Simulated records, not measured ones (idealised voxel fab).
The following is a process module called voxel spacer lines.
Pictured: cross-section cut, 210 nm wide, on a grid of 5 nm square cells.
Cross-section, as written here: a square-cell grid given band by band from the top down, where a band holds one or more rows of cells.
Heights first: top, then bottom, in nm. Then materials, left to right, each with a width in nm. "throughout" on a single material: fills the band edge to edge. "blank": empty space.
Below 0: as-received wafer, all one material; heights counted from there. Lowest band: no bottom, goes on down, written "0..down".
Per-row width for "30 to 40": begins at first number (top row of band), ends at second number (bottom row), increment between rows held constant.
Take "everything unchanged" at face value: in the step it is given for, the cross-section changed in none of its cells.
The entry "Enclosed cavity list" lists the empty spaces that cover at least 8 cells and have no open path to the top. Each is written as width x height at distance, where the distance is measured from the left edge and all three values are in nm.
Text after the settings on a step's line: the simulator's own remark on that step.
Regarding "overlay nm": on a step with a mask, it is the distance the mask lay to the right of its planned place; a negative value places it to the left.

PROCESS STEPS FORESEEN IN THE PLAN
| 1 | RECEIVE,material Si |
| 2 | CONFORMAL_DEP,material Al2O3,thk nm 5 |
| 3 | DIRECTIONAL_DEP,material polySi,thk nm 15 |
| 4 | DIRECTIONAL_DEP,material aC,thk nm 20 |
| 5 | PATTERN,tone cover,mask id MANDREL,material resist,width nm 15,pitch nm 60,thk nm 25,overlay nm 0 |
| 6 | DIRECTIONAL_ETCH,etch materials aC,depth nm 20 |
| 7 | STRIP,etch materials resist |
| 8 | CONFORMAL_DEP,material SiO2,thk nm 15 |
| 9 | DIRECTIONAL_ETCH,etch materials SiO2,depth nm 15 |
| 10 | STRIP,etch materials aC |
| 11 | DIRECTIONAL_ETCH,etch materials polySi,depth nm 15 |
| 12 | STRIP,etch materials SiO2 |
| 13 | FILL_DEP,material SiO2,thk nm 10 |
| 14 | CMP,height nm 20 |

STEP 1 COMPLETE: CROSS-SECTION OF THE WAFER AS RECEIVED
	0..down: Si throughout
	Enclosed cavity list: none

CROSS-SECTION TAKEN AT MODULE COMPLETION ON THE FIRST OF TWO WAFERS; PROCESSED PER THE PLAN
	20..5: 50 SiO2, then 15 polySi, then 15 SiO2, then 15 polySi, then 15 SiO2, then 15 polySi, then 15 SiO2, then 15 polySi, then 55 SiO2
	5..0: Al2O3 throughout
	0..down: Si throughout
	Enclosed cavity list: none

WAFER TWO CROSS-SECTION, MODULE END. START AND PLAN UNCHANGED FROM WAFER ONE; ONE MISTAKE MADE DURING THE RUN
	20..5: 50 SiO2, then 15 polySi, then 15 SiO2, then 15 polySi, then 15 SiO2, then 15 polySi, then 15 SiO2, then 15 polySi, then 55 SiO2
	5..0: polySi throughout
	0..down: Si throughout
	Enclosed cavity list: none
Against the plan, the run slipped here: step 2: run off-plan, actual operation and settings CONFORMAL_DEP,material polySi,thk nm 5
The closing comparison, in cells, has the second wafer with more or fewer of some materials than the first: Al2O3: 42 fewer; polySi: 42 more
